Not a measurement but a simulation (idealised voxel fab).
The document below concerns the process module designated voxel self aligned vias.
Cross-section cut: width 210 nm, square cells of 5 nm.
If you're reading a cross-section in this doc, picture square cells in a grid; it comes to you as bands, top ones listed first down to the bottom, and a band can be one or more rows of cells. Basically the band line says how high the top is and how high the bottom is, in nm, and then what's in it from left to right, every material with its width in nm. Empty space shows up as "blank", and if a single material carries "full width" it runs the full band edge to edge. The level at which height equals 0 is the one under which the wafer, as it arrives, is entirely one material. No lower edge exists for the bottom band, which continues downward and is notated as in "0..down". A two-number width, for instance "30->40", indicates that the width is equal to the first number in the top row of the band and to the second number in the bottom row, and that it changes by a constant amount per row of cells. For the purposes of this document, the phrase "no change" attached to a step denotes that no cell within the cross-section was modified by that step. If an empty space has no open way to the top and is at least 8 cells in size, "Fully sealed voids" lists it, written width x height at distance, where distance is measured from the left edge and every value is in nm. Anything after a step's settings on that line? It's the simulator's own note about the step. overlay nm: mask offset rightward from planned place, masked step; negative means leftward offset.

THE PLANNED PROCESS STEPS ARE ENUMERATED HEREUNDER
| 1 | RECEIVE, material Si |
| 2 | CONFORMAL_DEP, material SiO2, thk nm 10 |
| 3 | CONFORMAL_DEP, material SiCN, thk nm 5 |
| 4 | DIRECTIONAL_DEP, material SiO2, thk nm 30 |
| 5 | MASKED_ETCH, tone open, mask id LINES, width nm 15, pitch nm 60, etch materials SiO2, depth nm 30, overlay nm 0 |
| 6 | CONFORMAL_DEP, material TiN, thk nm 5 |
| 7 | FILL_DEP, material W, thk nm 5 |
| 8 | CMP, height nm 45 |
| 9 | SELECTIVE_ETCH, etch materials W Ru TiN, depth nm 5 |
| 10 | FILL_DEP, material SiN, thk nm 10 |
| 11 | CMP, height nm 45 |
| 12 | DIRECTIONAL_DEP, material SiO2, thk nm 15 |
| 13 | PATTERN, tone open, mask id VIAS, material resist, width nm 30, thk nm 20, overlay nm 0 |
| 14 | DIRECTIONAL_ETCH, etch materials SiO2, depth nm 15 |
| 15 | DIRECTIONAL_ETCH, etch materials SiN, depth nm 5 |
| 16 | STRIP, etch materials resist |
| 17 | CONFORMAL_DEP, material TiN, thk nm 5 |
| 18 | FILL_DEP, material Ru, thk nm 5 |
| 19 | CMP, height nm 60 |
| 20 | CONFORMAL_DEP, material SiN, thk nm 5 |
Same starting wafers, different width nm at step 5. Plan value belongs to the first wafer.

AFTER STEP 1, AS RECEIVED: FIRST OF SEVERAL WAFERS, CROSS-SECTION
0..down = Si full width
Fully sealed voids: none

PER WAFER (ROW), END OF MODULE: DELTA IN CELLS PER MATERIAL SINCE RECEIPT, (+) FOR GAINED, (-) FOR LOST; CLOSED VOIDS AFTER THAT
width nm 15 | +9 Ru | +42 SiCN | +45 SiN | +408 SiO2 | +34 TiN | +8 W | Fully sealed voids: none
width nm 20 | +10 Ru | +42 SiCN | +46 SiN | +396 SiO2 | +36 TiN | +16 W | Fully sealed voids: none
width nm 25 | +11 Ru | +42 SiCN | +47 SiN | +384 SiO2 | +38 TiN | +24 W | Fully sealed voids: none
width nm 30 | +12 Ru | +42 SiCN | +48 SiN | +372 SiO2 | +40 TiN | +32 W | Fully sealed voids: none
width nm 35 | +12 Ru | +42 SiCN | +50 SiN | +360 SiO2 | +42 TiN | +40 W | Fully sealed voids: none
